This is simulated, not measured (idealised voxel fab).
process module | voxel gate over fins
cross-section cut | 230 nm wide | cells 5 nm
A cross-section is a grid of square cells, given in bands from the top down. A band is one or more rows of cells.
Each band's line starts with the height of the band's top and of its bottom, in nm. Then come its materials from left to right, each with its width in nm. One material with "throughout" fills the band from edge to edge. "air" is empty space.
Height 0 is the level under which the wafer as received is all one material. The lowest band goes on downwards, as in "0 down".
A width such as "30 to 40" changes by the same amount from each row of cells to the next, from the band's top row to its bottom row.
"no change" after a step means that no cell of the cross-section changed.
closed voids: empty space of 8 cells or more with no open way to the top, each as width x height at its distance from the left edge, in nm
after a step's settings: what the simulator itself notes on the step
overlay nm, on a step with a mask: how far to the right of its planned place the mask lay; to the left if negative
plan
1 op RECEIVE | material Si
2 op CONFORMAL_DEP | material SiN | thk nm 10
3 op PATTERN | tone cover | mask id FINS | material resist | width nm 15 | pitch nm 40 | thk nm 15 | overlay nm 0
4 op DIRECTIONAL_ETCH | etch materials SiN | depth nm 10
5 op DIRECTIONAL_ETCH | etch materials Si | depth nm 40
6 op STRIP | etch materials resist
7 op OXIDIZE | depth nm 5
8 op FILL_DEP | material SiO2 | thk nm 15
9 op CMP | height nm 10
10 op SELECTIVE_ETCH | etch materials SiO2 | depth nm 20
11 op STRIP | etch materials SiN
12 op CONFORMAL_DEP | material HfO2 | thk nm 5
13 op CONFORMAL_DEP | material TiN | thk nm 5
14 op CONFORMAL_DEP | material TiAl | thk nm 5
15 op CONFORMAL_DEP | material TiN | thk nm 5
16 op FILL_DEP | material W | thk nm 10
17 op CMP | height nm 25
18 op CONFORMAL_DEP | material SiCN | thk nm 5
varied across the wafers: thk nm of step 15. The plan shows the first wafer's value. All wafers start alike
first wafer as received, after step 1
  0 down: Si throughout
  closed voids: none
each wafer at the end: cells of each material gained (+) or lost (-) since it was received, then its closed voids
thk nm 5 | +58 HfO2 | -387 Si | +46 SiCN | +301 SiO2 | +58 TiAl | +112 TiN | +88 W | closed voids: none
thk nm 10 | +58 HfO2 | -387 Si | +46 SiCN | +301 SiO2 | +58 TiAl | +162 TiN | +38 W | closed voids: none
thk nm 15 | +58 HfO2 | -387 Si | +46 SiCN | +301 SiO2 | +58 TiAl | +183 TiN | +17 W | closed voids: none
thk nm 20 | +58 HfO2 | -387 Si | +46 SiCN | +301 SiO2 | +58 TiAl | +200 TiN | closed voids: none
